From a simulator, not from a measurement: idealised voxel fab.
Proc. module: voxel transistor to metal
We display cut, a cross-section 295 nm in width whose square cells are each 5 nm.
For the purposes of this document, a cross-section shall be understood as a grid of square cells, specified as bands listed in top-to-bottom order, each band consisting of one or more rows of cells. Within each band entry, the heights of the top and of the bottom of the band appear first, in that order and in nm; the materials of the band then follow from left to right, each with its corresponding width in nm. The designation "everywhere" on a single material indicates that it fills the band from edge to edge; the designation "air" indicates empty space. Height 0 is the level under which the wafer as received is all one material. The lowest band goes on downwards, as in "0 -> down". Per-row width for "30->40": begins at first number (top row of band), ends at second number (bottom row), increment between rows held constant. Reading "no change occurred" for a step: not a cell of the cross-section changed in it. "closed voids" - sealed voids, min. 8 cells, no opening to top; format: width x height at distance (distance from left edge; nm throughout). Formally, on a step line, whatever follows the settings is a remark that the simulator itself makes on the step. "overlay nm" on a masked step: distance the mask lay right of its planned place, negative for left.
-- plan
1. RECEIVE,material Si
2. OXIDIZE,depth nm 5
3. CONFORMAL_DEP,material SiN,thk nm 10
4. MASKED_ETCH,tone cover,mask id ACTIVE,width nm 105,pitch nm 125,etch materials SiN,depth nm 10,overlay nm 0
5. MASKED_ETCH,tone cover,mask id ACTIVE,width nm 105,pitch nm 125,etch materials SiO2,depth nm 5,overlay nm 0
6. MASKED_ETCH,tone cover,mask id ACTIVE,width nm 105,pitch nm 125,etch materials Si,depth nm 35,overlay nm 0
7. OXIDIZE,depth nm 5
8. FILL_DEP,material SiO2,thk nm 10
9. CMP,height nm 10
10. SELECTIVE_ETCH,etch materials SiO2,depth nm 5
11. STRIP,etch materials SiN
12. SELECTIVE_ETCH,etch materials SiO2,depth nm 5
13. OXIDIZE,depth nm 5
14. DIRECTIONAL_DEP,material polySi,thk nm 25
15. DIRECTIONAL_DEP,material SiCN,thk nm 10
16. DIRECTIONAL_DEP,material aC,thk nm 10
17. PATTERN,tone cover,mask id GATE,material resist,width nm 35,pitch nm 125,thk nm 25,overlay nm 0
18. DIRECTIONAL_ETCH,etch materials aC,depth nm 10
19. STRIP,etch materials resist
20. DIRECTIONAL_ETCH,etch materials SiCN,depth nm 20
21. DIRECTIONAL_ETCH,etch materials polySi,depth nm 35
22. STRIP,etch materials aC
23. CONFORMAL_DEP,material SiN,thk nm 10
24. DIRECTIONAL_ETCH,etch materials SiN,depth nm 10
25. DIRECTIONAL_ETCH,etch materials SiO2,depth nm 5
26. DIRECTIONAL_ETCH,etch materials Si,depth nm 10
27. EPI,material nSi,thk nm 15
28. FILL_DEP,material SiO2,thk nm 5
29. CMP,height nm 20
30. STRIP,etch materials polySi
31. SELECTIVE_ETCH,etch materials SiO2,depth nm 5
32. CONFORMAL_DEP,material HfO2,thk nm 5
33. CONFORMAL_DEP,material TiN,thk nm 5
34. FILL_DEP,material W,thk nm 5
35. CMP,height nm 15
36. DIRECTIONAL_DEP,material SiO2,thk nm 10
37. DIRECTIONAL_DEP,material aC,thk nm 15
38. PATTERN,tone open,mask id CONTACT,material resist,width nm 15,thk nm 35,overlay nm 0
39. DIRECTIONAL_ETCH,etch materials aC,depth nm 15
40. STRIP,etch materials resist
41. DIRECTIONAL_ETCH,etch materials SiO2,depth nm 30
42. STRIP,etch materials aC
43. CONFORMAL_DEP,material TiN,thk nm 5
44. FILL_DEP,material W,thk nm 10
45. CMP,height nm 25
46. DIRECTIONAL_DEP,material TiN,thk nm 5
47. DIRECTIONAL_DEP,material W,thk nm 20
48. DIRECTIONAL_DEP,material aC,thk nm 10
49. PATTERN,tone cover,mask id METAL_1,material resist,width nm 15,thk nm 25,overlay nm 0
50. DIRECTIONAL_ETCH,etch materials aC,depth nm 10
51. STRIP,etch materials resist
52. DIRECTIONAL_ETCH,etch materials W,depth nm 20
53. DIRECTIONAL_ETCH,etch materials TiN,depth nm 5
54. STRIP,etch materials aC
55. FILL_DEP,material SiO2,thk nm 5
56. CMP,height nm 50
57. CONFORMAL_DEP,material SiCN,thk nm 5
58. DIRECTIONAL_DEP,material SiO2,thk nm 30
59. DIRECTIONAL_DEP,material aC,thk nm 10
60. PATTERN,tone open,mask id METAL_2,material resist,width nm 15,pitch nm 125,thk nm 30,overlay nm 0
61. DIRECTIONAL_ETCH,etch materials aC,depth nm 10
62. STRIP,etch materials resist
63. DIRECTIONAL_ETCH,etch materials SiO2,depth nm 20
64. STRIP,etch materials aC
65. DIRECTIONAL_DEP,material aC,thk nm 15
66. PATTERN,tone open,mask id METAL_2_HOLES,material resist,width nm 15,pitch nm 125,thk nm 30,overlay nm 0
67. DIRECTIONAL_ETCH,etch materials aC,depth nm 15
68. STRIP,etch materials resist
69. DIRECTIONAL_ETCH,etch materials SiO2,depth nm 10
70. DIRECTIONAL_ETCH,etch materials SiCN,depth nm 5
71. STRIP,etch materials aC
72. CONFORMAL_DEP,material TiN,thk nm 5
73. FILL_DEP,material Ru,thk nm 10
74. CMP,height nm 85
75. CONFORMAL_DEP,material SiN,thk nm 5
-- Cross-section: wafer on arrival = after step 1
> 0 -> down | Si everywhere
> closed voids: none
-- End-of-module XS, first of two wafers, run as planned
> 90 -> 85 | SiN everywhere
> 85 -> 55 | 35 SiO2, 5 TiN, 5 Ru, 5 TiN, 110 SiO2, 5 TiN, 5 Ru, 5 TiN, 120 SiO2
> 55 -> 50 | 35 SiCN, 15 TiN, 110 SiCN, 15 TiN, 120 SiCN
> 50 -> 30 | 35 SiO2, 15 W, 65 SiO2, 15 W, 30 SiO2, 15 W, 65 SiO2, 15 W, 40 SiO2
> 30 -> 25 | 35 SiO2, 15 TiN, 65 SiO2, 15 TiN, 30 SiO2, 15 TiN, 65 SiO2, 15 TiN, 40 SiO2
> 25 -> 15 | 35 SiO2, 5 TiN, 5 W, 5 TiN, 65 SiO2, 5 TiN, 5 W, 5 TiN, 30 SiO2, 5 TiN, 5 W, 5 TiN, 65 SiO2, 5 TiN, 5 W, 5 TiN, 40 SiO2
> 15 -> 10 | 35 SiO2, 5 TiN, 5 W, 5 TiN, 5 SiO2, 10 SiN, 5 HfO2, 5 TiN, 15 W, 5 TiN, 5 HfO2, 10 SiN, 5 SiO2, 5 TiN, 5 W, 5 TiN, 30 SiO2, 5 TiN, 5 W, 5 TiN, 5 SiO2, 10 SiN, 5 HfO2, 5 TiN, 15 W, 5 TiN, 5 HfO2, 10 SiN, 5 SiO2, 5 TiN, 5 W, 5 TiN, 40 SiO2
> 10 -> 5 | 35 SiO2, 15 TiN, 5 SiO2, 10 SiN, 5 HfO2, 5 TiN, 15 W, 5 TiN, 5 HfO2, 10 SiN, 5 SiO2, 15 TiN, 30 SiO2, 15 TiN, 5 SiO2, 10 SiN, 5 HfO2, 5 TiN, 15 W, 5 TiN, 5 HfO2, 10 SiN, 5 SiO2, 15 TiN, 40 SiO2
> 5 -> 0 | 35 SiO2, 5 TiN, 15 nSi, 10 SiN, 5 HfO2, 5 TiN, 15 W, 5 TiN, 5 HfO2, 10 SiN, 15 nSi, 5 TiN, 30 SiO2, 5 TiN, 15 nSi, 10 SiN, 5 HfO2, 5 TiN, 15 W, 5 TiN, 5 HfO2, 10 SiN, 15 nSi, 5 TiN, 40 SiO2
> 0 -> -5 | 25 SiO2, 10 SiN, 5 TiN, 15 nSi, 10 SiN, 5 HfO2, 25 TiN, 5 HfO2, 10 SiN, 15 nSi, 5 TiN, 10 SiN, 10 SiO2, 10 SiN, 5 TiN, 15 nSi, 10 SiN, 5 HfO2, 25 TiN, 5 HfO2, 10 SiN, 15 nSi, 5 TiN, 10 SiN, 30 SiO2
> -5 -> -10 | 35 SiO2, 20 nSi, 5 SiO2, 45 HfO2, 5 SiO2, 20 nSi, 30 SiO2, 20 nSi, 5 SiO2, 45 HfO2, 5 SiO2, 20 nSi, 40 SiO2
> -10 -> -20 | 35 SiO2, 20 nSi, 55 Si, 20 nSi, 30 SiO2, 20 nSi, 55 Si, 20 nSi, 40 SiO2
> -20 -> -45 | 35 SiO2, 95 Si, 30 SiO2, 95 Si, 40 SiO2
> -45 -> down | Si everywhere
> closed voids: none
-- Cross-sectional image of the second wafer of the two following completion of the module. Starting state and process plan were the same as for the first wafer; one execution error occurred
> 90 -> 85 | SiN everywhere
> 85 -> 55 | 35 SiO2, 5 TiN, 5 Ru, 5 TiN, 110 SiO2, 5 TiN, 5 Ru, 5 TiN, 120 SiO2
> 55 -> 50 | 35 SiCN, 15 TiN, 110 SiCN, 15 TiN, 120 SiCN
> 50 -> 30 | 35 SiO2, 15 W, 65 SiO2, 15 W, 30 SiO2, 15 W, 65 SiO2, 15 W, 40 SiO2
> 30 -> 25 | 35 SiO2, 15 TiN, 65 SiO2, 15 TiN, 30 SiO2, 15 TiN, 65 SiO2, 15 TiN, 40 SiO2
> 25 -> 20 | 35 SiO2, 5 TiN, 5 W, 5 TiN, 65 SiO2, 5 TiN, 5 W, 5 TiN, 30 SiO2, 5 TiN, 5 W, 5 TiN, 65 SiO2, 5 TiN, 5 W, 5 TiN, 40 SiO2
> 20 -> 15 | 35 SiO2, 15 TiN, 65 SiO2, 15 TiN, 30 SiO2, 15 TiN, 65 SiO2, 15 TiN, 40 SiO2
> 15 -> 5 | 55 W, 5 TiN, 5 HfO2, 10 SiN, 15 SiO2, 10 SiN, 5 HfO2, 5 TiN, 70 W, 5 TiN, 5 HfO2, 10 SiN, 15 SiO2, 10 SiN, 5 HfO2, 5 TiN, 60 W
> 5 -> 0 | 30 TiN, 25 W, 5 TiN, 5 HfO2, 10 SiN, 15 nSi, 10 SiN, 5 HfO2, 5 TiN, 70 W, 5 TiN, 5 HfO2, 10 SiN, 15 nSi, 10 SiN, 5 HfO2, 5 TiN, 25 W, 35 TiN
> 0 -> -5 | 25 HfO2, 35 TiN, 5 HfO2, 10 SiN, 15 nSi, 10 SiN, 5 HfO2, 80 TiN, 5 HfO2, 10 SiN, 15 nSi, 10 SiN, 5 HfO2, 35 TiN, 30 HfO2
> -5 -> -10 | 20 SiO2, 50 HfO2, 5 SiO2, 15 nSi, 5 SiO2, 100 HfO2, 5 SiO2, 15 nSi, 5 SiO2, 50 HfO2, 25 SiO2
> -10 -> -20 | 35 SiO2, 40 Si, 15 nSi, 40 Si, 30 SiO2, 40 Si, 15 nSi, 40 Si, 40 SiO2
> -20 -> -45 | 35 SiO2, 95 Si, 30 SiO2, 95 Si, 40 SiO2
> -45 -> down | Si everywhere
> closed voids: none
Error vs. plan: planned and actual differ for step 17; actual: PATTERN,tone open,mask id GATE,material resist,width nm 35,pitch nm 125,thk nm 25,overlay nm 0
Counted in cells at the end, the second wafer holds more or fewer of these materials than the first: +33 HfO2, +20 Si, -8 SiN, -84 SiO2, +9 TiN, +72 W, -42 nSi
